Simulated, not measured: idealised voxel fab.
process module | voxel released beams
Cross-section cut spans 170 nm and uses square cells 5 nm in size.
Cross-section, as written here: a square-cell grid given band by band from the top down, where a band holds one or more rows of cells.
Band: top height; bottom height; in nm. Then, left to right: material with width in nm, for each material. "full width": a single material spanning edge to edge. "empty": empty space.
Convention: height 0 is the level below which the wafer, as received, is all one material. The lowest band does not terminate at the bottom but continues downward, represented as "0 and below".
You'd read "30->40" like this: the band's top row of cells is as wide as the first number, its bottom row is as wide as the second, and going down, every row changes width by the same amount as the row before did.
Where the words "no modification" appear for a step, the cross-section shows no cell changed by that step; every cell remained as before.
Empty spaces counting at least 8 cells and having no open way to the top are listed in "Encapsulated voids". The notation width x height at distance is used for each, the distance being from the left edge and all three values in nm.
after a step's settings: what the simulator itself notes on the step
For masked steps, "overlay nm" on the step line gives how far right of plan the mask actually lay; a minus sign means it lay to the left.
# Planned process steps
1 RECEIVE with material Si
2 CONFORMAL_DEP with material SiN, thk nm 5
3 DIRECTIONAL_DEP with material SiO2, thk nm 20
4 DIRECTIONAL_DEP with material aC, thk nm 15
5 PATTERN with tone open, mask id ANCHOR, material resist, width nm 45, thk nm 30, overlay nm 0
6 DIRECTIONAL_ETCH with etch materials aC, depth nm 15
7 STRIP with etch materials resist
8 DIRECTIONAL_ETCH with etch materials SiO2, depth nm 20
9 STRIP with etch materials aC
10 CONFORMAL_DEP with material polySi, thk nm 15
11 DIRECTIONAL_DEP with material aC, thk nm 10
12 PATTERN with tone cover, mask id BEAM, material resist, width nm 90, thk nm 25, overlay nm 0
13 DIRECTIONAL_ETCH with etch materials aC, depth nm 10
14 STRIP with etch materials resist
15 DIRECTIONAL_ETCH with etch materials polySi, depth nm 15
16 STRIP with etch materials aC
17 STRIP with etch materials SiO2
# The cross-section here shows the wafer as received, i.e. in its state after step 1
0 and below | Si full width
Encapsulated voids: none
# Sectioned view, first of two wafers, at the close of the module, processed as intended in the plan
40 down to 25 | empty=35 | polySi=20 | empty=15 | polySi=55 | empty=45
25 down to 20 | empty=40 | polySi=15 | empty=15 | polySi=15 | empty=85
20 down to 5 | empty=40 | polySi=45 | empty=85
5 down to 0 | SiN full width
0 and below | Si full width
Encapsulated voids: none
# So this is wafer number two of the two, cut at the end of the module - it started where the first did and had the same plan, we just got one thing wrong running it
35 down to 20 | empty=35 | polySi=20 | empty=15 | polySi=55 | empty=45
20 down to 15 | empty=40 | polySi=15 | empty=15 | polySi=15 | empty=85
15 down to 0 | empty=40 | polySi=45 | empty=85
0 and below | Si full width
Encapsulated voids: none
Against the plan, the run slipped here: step 2 in the plan did not get run; it was skipped
The closing comparison, in cells, has the second wafer with more or fewer of some materials than the first: 34 fewer of SiN
